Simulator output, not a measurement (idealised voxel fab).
process module | voxel self aligned vias
cross-section cut | 225 nm wide | cells 5 nm
A cross-section is a grid of square cells, given in bands from the top down. A band is one or more rows of cells.
Each band's line starts with the height of the band's top and of its bottom, in nm. Then come its materials from left to right, each with its width in nm. One material with "throughout" fills the band from edge to edge. "air" is empty space.
Height 0 is the level under which the wafer as received is all one material. The lowest band goes on downwards, as in "0 down".
A width such as "30 to 40" changes by the same amount from each row of cells to the next, from the band's top row to its bottom row.
"no change" after a step means that no cell of the cross-section changed.
closed voids: empty space of 8 cells or more with no open way to the top, each as width x height at its distance from the left edge, in nm
after a step's settings: what the simulator itself notes on the step
overlay nm, on a step with a mask: how far to the right of its planned place the mask lay; to the left if negative
plan
1 op RECEIVE | material Si
2 op CONFORMAL_DEP | material SiO2 | thk nm 15
3 op CONFORMAL_DEP | material SiCN | thk nm 5
4 op DIRECTIONAL_DEP | material SiO2 | thk nm 20
5 op DIRECTIONAL_DEP | material aC | thk nm 10
6 op PATTERN | tone open | mask id LINES | material resist | width nm 20 | pitch nm 45 | thk nm 25 | overlay nm -15
7 op DIRECTIONAL_ETCH | etch materials aC | depth nm 10
8 op STRIP | etch materials resist
9 op DIRECTIONAL_ETCH | etch materials SiO2 | depth nm 20
10 op STRIP | etch materials aC
11 op CONFORMAL_DEP | material TiN | thk nm 5
12 op FILL_DEP | material Ru | thk nm 10
13 op CMP | height nm 40
14 op SELECTIVE_ETCH | etch materials W Ru TiN | depth nm 5
15 op FILL_DEP | material SiN | thk nm 10
16 op CMP | height nm 40
17 op DIRECTIONAL_DEP | material SiO2 | thk nm 20
18 op MASKED_ETCH | tone open | mask id VIAS | width nm 30 | etch materials SiO2 | depth nm 20 | overlay nm 0
19 op MASKED_ETCH | tone open | mask id VIAS | width nm 30 | etch materials SiN | depth nm 5 | overlay nm 0
20 op CONFORMAL_DEP | material TiN | thk nm 5
21 op FILL_DEP | material Ru | thk nm 5
22 op CMP | height nm 60
23 op CONFORMAL_DEP | material SiCN | thk nm 5
varied across the wafers: overlay nm of step 6. The plan shows the first wafer's value. All wafers start alike
first wafer as received, after step 1
  0 down: Si throughout
  closed voids: none
each wafer at the end: cells of each material gained (+) or lost (-) since it was received, then its closed voids
overlay nm -15 | +20 Ru | +90 SiCN | +6 SiN | +439 SiO2 | +30 TiN | closed voids: none
overlay nm -10 | +21 Ru | +90 SiCN | +5 SiN | +439 SiO2 | +30 TiN | closed voids: none
overlay nm -5 | +22 Ru | +90 SiCN | +4 SiN | +439 SiO2 | +30 TiN | closed voids: none
overlay nm 0 | +22 Ru | +90 SiCN | +4 SiN | +439 SiO2 | +30 TiN | closed voids: none
overlay nm 5 | +22 Ru | +90 SiCN | +4 SiN | +439 SiO2 | +30 TiN | closed voids: none
overlay nm 10 | +21 Ru | +90 SiCN | +5 SiN | +439 SiO2 | +30 TiN | closed voids: none
overlay nm 15 | +20 Ru | +90 SiCN | +6 SiN | +439 SiO2 | +30 TiN | closed voids: none
